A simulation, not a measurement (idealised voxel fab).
process module | voxel released beams
cross-section cut | 255 nm wide | cells 5 nm
A cross-section is a grid of square cells, given in bands from the top down. A band is one or more rows of cells.
Each band's line starts with the height of the band's top and of its bottom, in nm. Then come its materials from left to right, each with its width in nm. One material with "throughout" fills the band from edge to edge. "air" is empty space.
Height 0 is the level under which the wafer as received is all one material. The lowest band goes on downwards, as in "0 down".
A width such as "30 to 40" changes by the same amount from each row of cells to the next, from the band's top row to its bottom row.
"no change" after a step means that no cell of the cross-section changed.
closed voids: empty space of 8 cells or more with no open way to the top, each as width x height at its distance from the left edge, in nm
after a step's settings: what the simulator itself notes on the step
overlay nm, on a step with a mask: how far to the right of its planned place the mask lay; to the left if negative
plan
1 op RECEIVE | material Si
2 op CONFORMAL_DEP | material SiN | thk nm 5
3 op DIRECTIONAL_DEP | material SiO2 | thk nm 20
4 op MASKED_ETCH | tone open | mask id ANCHOR | width nm 40 | etch materials SiO2 | depth nm 20 | overlay nm 0
5 op CONFORMAL_DEP | material TiN | thk nm 15
6 op DIRECTIONAL_DEP | material aC | thk nm 10
7 op PATTERN | tone cover | mask id BEAM | material resist | width nm 85 | thk nm 25 | overlay nm 0
8 op DIRECTIONAL_ETCH | etch materials aC | depth nm 10
9 op STRIP | etch materials resist
10 op DIRECTIONAL_ETCH | etch materials TiN | depth nm 15
11 op STRIP | etch materials aC
12 op STRIP | etch materials SiO2
as received, after step 1
  0 down: Si throughout
  closed voids: none
first wafer at the end, as planned
  40 to 25: air 80 | TiN 20 | air 10 | TiN 55 | air 90
  25 to 20: air 85 | TiN 15 | air 10 | TiN 15 | air 130
  20 to 5: air 85 | TiN 40 | air 130
  5 to 0: SiN throughout
  0 down: Si throughout
  closed voids: none
second wafer at the end: like start, like plan, one mistake
  40 to 25: air 85 | TiN 15 | air 10 | TiN 50 | air 95
  25 to 20: air 85 | TiN 15 | air 10 | TiN 15 | air 130
  20 to 5: air 85 | TiN 40 | air 130
  5 to 0: SiN throughout
  0 down: Si throughout
  closed voids: none
what went wrong: step 7 ran as: op PATTERN | tone cover | mask id BEAM | material resist | width nm 75 | thk nm 25 | overlay nm 0
at the end the second wafer has, in cells: 6 fewer of TiN
